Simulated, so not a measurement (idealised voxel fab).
process module | voxel transistor to metal
Displayed cross-section: cut, width of 290 nm, square cells sized 5 nm.
Cross-section spec: square-cell grid; bands listed top down; each band is one or more rows.
Band entry format. Leading values: height of top, height of bottom, nm. Remainder: materials in left-to-right order, each with its width in nm. Special words: "throughout" on a single material, which then fills the band edge to edge; "empty", empty space.
Height reference: 0 = level under which incoming wafer is all one material. Lowest band: no bottom, runs on downward, e.g. "from 0 down".
Note: "30 to 40" means the width goes from the first number (top row of the band) to the second number (bottom row) in equal steps per row of cells.
It should be understood that the words "nothing different", when stated for a given step, signify that the cross-section underwent no change in any of its cells during that step.
Basically, "Enclosed cavities" tells you about the enclosed voids: empty spaces with no open way to the top, 8 cells or bigger, each written width x height at distance, where distance is from the left edge, all in nm.
The remark found on a step's line after its settings is issued by the simulator itself and pertains to that step.
"overlay nm" on a masked step: distance the mask lay right of its planned place, negative for left.
The following list gives the planned process steps
- 1: RECEIVE, material Si
- 2: CONFORMAL_DEP, material SiO2, thk nm 5
- 3: CONFORMAL_DEP, material SiN, thk nm 15
- 4: DIRECTIONAL_DEP, material aC, thk nm 10
- 5: PATTERN, tone cover, mask id ACTIVE, material resist, width nm 105, pitch nm 135, thk nm 30, overlay nm 0
- 6: DIRECTIONAL_ETCH, etch materials aC, depth nm 10
- 7: STRIP, etch materials resist
- 8: DIRECTIONAL_ETCH, etch materials SiN, depth nm 15
- 9: DIRECTIONAL_ETCH, etch materials SiO2, depth nm 5
- 10: DIRECTIONAL_ETCH, etch materials Si, depth nm 35
- 11: STRIP, etch materials aC
- 12: OXIDIZE, depth nm 5
- 13: FILL_DEP, material SiO2, thk nm 15
- 14: CMP, height nm 20
- 15: SELECTIVE_ETCH, etch materials SiO2, depth nm 10
- 16: STRIP, etch materials SiN
- 17: SELECTIVE_ETCH, etch materials SiO2, depth nm 5
- 18: OXIDIZE, depth nm 5
- 19: DIRECTIONAL_DEP, material polySi, thk nm 25
- 20: DIRECTIONAL_DEP, material SiCN, thk nm 10
- 21: MASKED_ETCH, tone cover, mask id GATE, width nm 25, pitch nm 135, etch materials SiCN, depth nm 20, overlay nm 0
- 22: MASKED_ETCH, tone cover, mask id GATE, width nm 25, pitch nm 135, etch materials polySi, depth nm 35, overlay nm 0
- 23: CONFORMAL_DEP, material SiO2, thk nm 5
- 24: DIRECTIONAL_ETCH, etch materials SiO2, depth nm 5
- 25: CONFORMAL_DEP, material SiN, thk nm 10
- 26: DIRECTIONAL_ETCH, etch materials SiN, depth nm 10
- 27: DIRECTIONAL_ETCH, etch materials SiO2, depth nm 5
- 28: DIRECTIONAL_ETCH, etch materials Si, depth nm 10
- 29: EPI, material pSi, thk nm 15
- 30: FILL_DEP, material SiO2, thk nm 10
- 31: CMP, height nm 25
- 32: STRIP, etch materials polySi
- 33: SELECTIVE_ETCH, etch materials SiO2, depth nm 5
- 34: CONFORMAL_DEP, material HfO2, thk nm 5
- 35: CONFORMAL_DEP, material TiN, thk nm 5
- 36: FILL_DEP, material W, thk nm 10
- 37: CMP, height nm 20
- 38: DIRECTIONAL_DEP, material SiO2, thk nm 10
- 39: DIRECTIONAL_DEP, material aC, thk nm 15
- 40: PATTERN, tone open, mask id CONTACT, material resist, width nm 20, thk nm 35, overlay nm 0
- 41: DIRECTIONAL_ETCH, etch materials aC, depth nm 15
- 42: STRIP, etch materials resist
- 43: DIRECTIONAL_ETCH, etch materials SiO2, depth nm 20
- 44: STRIP, etch materials aC
- 45: CONFORMAL_DEP, material TiN, thk nm 5
- 46: FILL_DEP, material Ru, thk nm 5
- 47: CMP, height nm 30
- 48: DIRECTIONAL_DEP, material TiN, thk nm 5
- 49: DIRECTIONAL_DEP, material W, thk nm 20
- 50: DIRECTIONAL_DEP, material aC, thk nm 10
- 51: PATTERN, tone cover, mask id METAL_1, material resist, width nm 20, thk nm 25, overlay nm 0
- 52: DIRECTIONAL_ETCH, etch materials aC, depth nm 10
- 53: STRIP, etch materials resist
- 54: DIRECTIONAL_ETCH, etch materials W, depth nm 20
- 55: DIRECTIONAL_ETCH, etch materials TiN, depth nm 5
- 56: STRIP, etch materials aC
- 57: FILL_DEP, material lowk, thk nm 10
- 58: CMP, height nm 55
- 59: CONFORMAL_DEP, material SiCN, thk nm 5
- 60: DIRECTIONAL_DEP, material SiO2, thk nm 35
- 61: MASKED_ETCH, tone open, mask id METAL_2_HOLES, width nm 15, pitch nm 135, etch materials SiO2, depth nm 35, overlay nm -15
- 62: DIRECTIONAL_DEP, material aC, thk nm 10
- 63: PATTERN, tone open, mask id METAL_2, material resist, width nm 20, pitch nm 135, thk nm 25, overlay nm 0
- 64: DIRECTIONAL_ETCH, etch materials aC, depth nm 10
- 65: STRIP, etch materials resist
- 66: DIRECTIONAL_ETCH, etch materials SiO2, depth nm 20
- 67: DIRECTIONAL_ETCH, etch materials SiCN, depth nm 5
- 68: STRIP, etch materials aC
- 69: CONFORMAL_DEP, material TiN, thk nm 5
- 70: FILL_DEP, material Cu, thk nm 10
- 71: CMP, height nm 95
- 72: CONFORMAL_DEP, material SiN, thk nm 5
For this document, wafers share an identical start and vary in the step 61 overlay nm; the plan quotes the first wafer's value.
Cross-section: the first of several wafers in its as-received state, i.e. following step 1
> from 0 down | Si throughout
> Enclosed cavities: none
Cross-section of the first of several wafers, taken after step 72, where the module ends
> from 100 to 95 | SiN throughout
> from 95 to 80 | SiO2 15; TiN 5; Cu 25; TiN 5; SiO2 100; TiN 5; Cu 25; TiN 5; SiO2 105
> from 80 to 75 | SiO2 15; TiN 5; Cu 5; TiN 25; SiO2 100; TiN 5; Cu 5; TiN 25; SiO2 105
> from 75 to 65 | SiO2 15; TiN 5; Cu 5; TiN 5; SiO2 120; TiN 5; Cu 5; TiN 5; SiO2 125
> from 65 to 60 | SiO2 15; TiN 15; SiO2 120; TiN 15; SiO2 125
> from 60 to 55 | SiCN throughout
> from 55 to 35 | lowk 30; W 20; lowk 55; W 20; lowk 40; W 20; lowk 55; W 20; lowk 30
> from 35 to 30 | lowk 30; TiN 20; lowk 55; TiN 20; lowk 40; TiN 20; lowk 55; TiN 20; lowk 30
> from 30 to 20 | SiO2 30; TiN 5; Ru 10; TiN 5; SiO2 55; TiN 5; Ru 10; TiN 5; SiO2 40; TiN 5; Ru 10; TiN 5; SiO2 55; TiN 5; Ru 10; TiN 5; SiO2 30
> from 20 to 15 | SiO2 30; TiN 5; Ru 10; TiN 5; SiN 10; HfO2 5; TiN 5; W 15; TiN 5; HfO2 5; SiN 10; TiN 5; Ru 10; TiN 5; SiO2 40; TiN 5; Ru 10; TiN 5; SiN 10; HfO2 5; TiN 5; W 15; TiN 5; HfO2 5; SiN 10; TiN 5; Ru 10; TiN 5; SiO2 30
> from 15 to 10 | SiO2 30; TiN 20; SiN 10; HfO2 5; TiN 5; W 15; TiN 5; HfO2 5; SiN 10; TiN 20; SiO2 40; TiN 20; SiN 10; HfO2 5; TiN 5; W 15; TiN 5; HfO2 5; SiN 10; TiN 20; SiO2 30
> from 10 to 5 | SiO2 30; pSi 20; SiN 10; HfO2 5; TiN 5; W 15; TiN 5; HfO2 5; SiN 10; pSi 20; SiO2 40; pSi 20; SiN 10; HfO2 5; TiN 5; W 15; TiN 5; HfO2 5; SiN 10; pSi 20; SiO2 30
> from 5 to 0 | SiO2 25; SiN 10; pSi 15; SiN 10; HfO2 5; TiN 25; HfO2 5; SiN 10; pSi 15; SiN 10; SiO2 30; SiN 10; pSi 15; SiN 10; HfO2 5; TiN 25; HfO2 5; SiN 10; pSi 15; SiN 10; SiO2 25
> from 0 to -5 | SiO2 35; pSi 15; SiO2 10; HfO2 35; SiO2 10; pSi 15; SiO2 50; pSi 15; SiO2 10; HfO2 35; SiO2 10; pSi 15; SiO2 35
> from -5 to -15 | SiO2 30; Si 5; pSi 15; Si 55; pSi 15; Si 5; SiO2 40; Si 5; pSi 15; Si 55; pSi 15; Si 5; SiO2 30
> from -15 to -40 | SiO2 30; Si 95; SiO2 40; Si 95; SiO2 30
> from -40 down | Si throughout
> Enclosed cavities: none
The final wafer, sectioned at module end
> from 100 to 95 | SiN throughout
> from 95 to 80 | SiO2 30; TiN 5; Cu 20; TiN 5; SiO2 105; TiN 5; Cu 20; TiN 5; SiO2 95
> from 80 to 75 | SiO2 30; TiN 20; Cu 5; TiN 5; SiO2 105; TiN 20; Cu 5; TiN 5; SiO2 95
> from 75 to 65 | SiO2 45; TiN 5; Cu 5; TiN 5; SiO2 120; TiN 5; Cu 5; TiN 5; SiO2 95
> from 65 to 60 | SiO2 45; TiN 15; SiO2 120; TiN 15; SiO2 95
> from 60 to 55 | SiCN 45; TiN 5; SiCN 130; TiN 5; SiCN 105
> from 55 to 35 | lowk 30; W 20; lowk 55; W 20; lowk 40; W 20; lowk 55; W 20; lowk 30
> from 35 to 30 | lowk 30; TiN 20; lowk 55; TiN 20; lowk 40; TiN 20; lowk 55; TiN 20; lowk 30
> from 30 to 20 | SiO2 30; TiN 5; Ru 10; TiN 5; SiO2 55; TiN 5; Ru 10; TiN 5; SiO2 40; TiN 5; Ru 10; TiN 5; SiO2 55; TiN 5; Ru 10; TiN 5; SiO2 30
> from 20 to 15 | SiO2 30; TiN 5; Ru 10; TiN 5; SiN 10; HfO2 5; TiN 5; W 15; TiN 5; HfO2 5; SiN 10; TiN 5; Ru 10; TiN 5; SiO2 40; TiN 5; Ru 10; TiN 5; SiN 10; HfO2 5; TiN 5; W 15; TiN 5; HfO2 5; SiN 10; TiN 5; Ru 10; TiN 5; SiO2 30
> from 15 to 10 | SiO2 30; TiN 20; SiN 10; HfO2 5; TiN 5; W 15; TiN 5; HfO2 5; SiN 10; TiN 20; SiO2 40; TiN 20; SiN 10; HfO2 5; TiN 5; W 15; TiN 5; HfO2 5; SiN 10; TiN 20; SiO2 30
> from 10 to 5 | SiO2 30; pSi 20; SiN 10; HfO2 5; TiN 5; W 15; TiN 5; HfO2 5; SiN 10; pSi 20; SiO2 40; pSi 20; SiN 10; HfO2 5; TiN 5; W 15; TiN 5; HfO2 5; SiN 10; pSi 20; SiO2 30
> from 5 to 0 | SiO2 25; SiN 10; pSi 15; SiN 10; HfO2 5; TiN 25; HfO2 5; SiN 10; pSi 15; SiN 10; SiO2 30; SiN 10; pSi 15; SiN 10; HfO2 5; TiN 25; HfO2 5; SiN 10; pSi 15; SiN 10; SiO2 25
> from 0 to -5 | SiO2 35; pSi 15; SiO2 10; HfO2 35; SiO2 10; pSi 15; SiO2 50; pSi 15; SiO2 10; HfO2 35; SiO2 10; pSi 15; SiO2 35
> from -5 to -15 | SiO2 30; Si 5; pSi 15; Si 55; pSi 15; Si 5; SiO2 40; Si 5; pSi 15; Si 55; pSi 15; Si 5; SiO2 30
> from -15 to -40 | SiO2 30; Si 95; SiO2 40; Si 95; SiO2 30
> from -40 down | Si throughout
> Enclosed cavities: none
Per wafer (row), end of module: delta in cells per material since receipt, (+) for gained, (-) for lost; closed voids after that
overlay nm -15, +36 Cu, +30 HfO2, +24 Ru, -222 Si, +58 SiCN, +98 SiN, +664 SiO2, +116 TiN, +82 W, +210 lowk, +64 pSi, Enclosed cavities: none
overlay nm -10, +30 Cu, +30 HfO2, +24 Ru, -222 Si, +56 SiCN, +98 SiN, +672 SiO2, +116 TiN, +82 W, +210 lowk, +64 pSi, Enclosed cavities: none
overlay nm -5, +24 Cu, +30 HfO2, +24 Ru, -222 Si, +54 SiCN, +98 SiN, +680 SiO2, +116 TiN, +82 W, +210 lowk, +64 pSi, Enclosed cavities: none
overlay nm 0, +20 Cu, +30 HfO2, +24 Ru, -222 Si, +52 SiCN, +98 SiN, +688 SiO2, +114 TiN, +82 W, +210 lowk, +64 pSi, Enclosed cavities: none
overlay nm 5, +20 Cu, +30 HfO2, +24 Ru, -222 Si, +52 SiCN, +98 SiN, +688 SiO2, +114 TiN, +82 W, +210 lowk, +64 pSi, Enclosed cavities: none
overlay nm 10, +24 Cu, +30 HfO2, +24 Ru, -222 Si, +54 SiCN, +98 SiN, +680 SiO2, +116 TiN, +82 W, +210 lowk, +64 pSi, Enclosed cavities: none
overlay nm 15, +30 Cu, +30 HfO2, +24 Ru, -222 Si, +56 SiCN, +98 SiN, +672 SiO2, +116 TiN, +82 W, +210 lowk, +64 pSi, Enclosed cavities: none
